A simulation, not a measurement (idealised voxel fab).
process module | voxel self aligned vias
Section shown: cut. Width: 235 nm. Cell size: 5 nm, square.
If you're reading a cross-section in this doc, picture square cells in a grid; it comes to you as bands, top ones listed first down to the bottom, and a band can be one or more rows of cells.
The entry gives the band's vertical extent as a top height and a bottom height in nm, then its horizontal make-up as materials from left to right, each with a width in nm. "empty" stands for empty space; a single material marked "all across" fills the band edge to edge.
Height reference: 0 = level under which incoming wafer is all one material. Lowest band: no bottom, runs on downward, e.g. "0 and below".
When a width is written as two numbers, as in "30..40", the first number is the width in the top row of cells of the band and the second is the width in its bottom row, and the width changes by the same amount from each row to the next.
Step marked "everything unchanged"? Then no cell in the cross-section changed in it.
"Tabulated closed voids": sealed empty spaces, 8 cells or more, no open way to top, listed width x height at distance, with distance from the left edge and width, height and distance in nm.
If you see something after the settings on a step's line, that's the simulator's own remark about that step.
overlay nm: mask offset rightward from planned place, masked step; negative means leftward offset.
-- Here's what the planned process steps look like
1) RECEIVE [material Si]
2) CONFORMAL_DEP [material SiO2] [thk nm 10]
3) CONFORMAL_DEP [material SiCN] [thk nm 5]
4) DIRECTIONAL_DEP [material SiO2] [thk nm 20]
5) PATTERN [tone open] [mask id LINES] [material resist] [width nm 20] [pitch nm 60] [thk nm 20] [overlay nm 0]
6) DIRECTIONAL_ETCH [etch materials SiO2] [depth nm 20]
7) STRIP [etch materials resist]
8) CONFORMAL_DEP [material TiN] [thk nm 5]
9) FILL_DEP [material Ru] [thk nm 5]
10) CMP [height nm 35]
11) SELECTIVE_ETCH [etch materials W Ru TiN] [depth nm 10]
12) FILL_DEP [material SiN] [thk nm 5]
13) CMP [height nm 35]
14) DIRECTIONAL_DEP [material SiO2] [thk nm 20]
15) DIRECTIONAL_DEP [material aC] [thk nm 15]
16) PATTERN [tone open] [mask id VIAS] [material resist] [width nm 30] [thk nm 35] [overlay nm 0]
17) DIRECTIONAL_ETCH [etch materials aC] [depth nm 15]
18) STRIP [etch materials resist]
19) DIRECTIONAL_ETCH [etch materials SiO2] [depth nm 20]
20) DIRECTIONAL_ETCH [etch materials SiN] [depth nm 10]
21) STRIP [etch materials aC]
22) CONFORMAL_DEP [material TiN] [thk nm 5]
23) FILL_DEP [material Ru] [thk nm 5]
24) CMP [height nm 55]
25) CONFORMAL_DEP [material SiN] [thk nm 5]
-- Incoming wafer in cross-section (state: after step 1)
    0 and below | Si all across
    Tabulated closed voids: none
-- Starting structure and process plan are as shown above, but one mistake was made in running the module; the wafer cross-section at the end of the module follows
    60 down to 55 | SiN all across
    55 down to 40 | SiO2 70  TiN 5  W 20  TiN 5  SiO2 135
    40 down to 35 | SiO2 70  TiN 10  W 10  TiN 10  SiO2 135
    35 down to 30 | SiO2 75  TiN 5  W 10  TiN 5  SiO2 40  SiN 20  SiO2 80
    30 down to 25 | SiO2 75  TiN 20  SiO2 40  SiN 20  SiO2 80
    25 down to 20 | SiO2 75  TiN 5  Ru 10  TiN 5  SiO2 40  TiN 5  Ru 10  TiN 5  SiO2 80
    20 down to 15 | SiO2 75  TiN 20  SiO2 40  TiN 20  SiO2 80
    15 down to 10 | SiCN all across
    10 down to 0 | SiO2 all across
    0 and below | Si all across
    Tabulated closed voids: none
So what did we get wrong on this run? step 23 ran as: FILL_DEP [material W] [thk nm 5]
